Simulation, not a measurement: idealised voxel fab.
Process module in this document: voxel tone inversion
For reference, the cross-section in this document is cut, with width 260 nm and square cells of 5 nm.
How to read a cross-section here: the picture is a grid of square cells, written as bands going from the top down, and any band can span one or more rows of cells.
First you get the band's top height and its bottom height, in nm, and then the materials it's made of, left to right, with each width in nm. If you see a single material with "throughout", that one covers the band edge to edge. "air" is empty space.
For the purposes of this specification, 0 denotes the height below which the wafer in its as-received condition is composed wholly of one material, and the lowermost band, lacking a lower limit, extends downward without end, as expressed in "0 and below".
Width "30->40": first value at the band's top row of cells, second value at its bottom row, equal change from row to row.
Step marked "no modifications"? Then no cell in the cross-section changed in it.
This entry, "Unvented internal voids", enumerates those empty regions of no fewer than 8 cells that possess no open connection to the top. Each region is reported in the form width x height at distance, the distance being taken from the left edge, with all three quantities expressed in nm.
On a step's line, text after the settings is the simulator commenting on that step.
"overlay nm" answers the question of how far to the right of plan the mask lay on a step that has a mask, and when it is negative the answer is to the left.

# These are the steps we planned for the process
1. RECEIVE with material Si
2. CONFORMAL_DEP with material SiCN, thk nm 5
3. DIRECTIONAL_DEP with material polySi, thk nm 20
4. PATTERN with tone cover, mask id POSTS, material resist, width nm 20, pitch nm 40, thk nm 25, overlay nm 0
5. DIRECTIONAL_ETCH with etch materials polySi, depth nm 20
6. STRIP with etch materials resist
7. FILL_DEP with material lowk, thk nm 10
8. CMP with height nm 25
9. STRIP with etch materials polySi
10. CONFORMAL_DEP with material TiN, thk nm 5
11. FILL_DEP with material W, thk nm 5
12. CMP with height nm 25
13. CONFORMAL_DEP with material SiN, thk nm 5

# Cross-section of the wafer as it came to us, i.e., already through step 1
    0 and below | Si throughout
    Unvented internal voids: none

# Cross-section taken at module completion on the first of two wafers; processed per the plan
    30 down to 25 | SiN throughout
    25 down to 10 | 100 of lowk; 5 of TiN; 10 of W; 5 of TiN; 20 of lowk; 5 of TiN; 10 of W; 5 of TiN; 100 of lowk
    10 down to 5 | 100 of lowk; 20 of TiN; 20 of lowk; 20 of TiN; 100 of lowk
    5 down to 0 | SiCN throughout
    0 and below | Si throughout
    Unvented internal voids: none

# Cross-sectional view: second of two wafers, end of module; start and plan identical to the first, one mistake in running
    30 down to 25 | SiN throughout
    25 down to 10 | 105 of lowk; 5 of TiN; 10 of W; 5 of TiN; 20 of lowk; 5 of TiN; 10 of W; 5 of TiN; 95 of lowk
    10 down to 5 | 105 of lowk; 20 of TiN; 20 of lowk; 20 of TiN; 95 of lowk
    5 down to 0 | SiCN throughout
    0 and below | Si throughout
    Unvented internal voids: none
Plan not followed: so step 4 ended up running with a different setting than we planned, it ran as PATTERN with tone cover, mask id POSTS, material resist, width nm 20, pitch nm 40, thk nm 25, overlay nm 5
at the end the second wafer has, in cells: as many of each material as the first, in other places
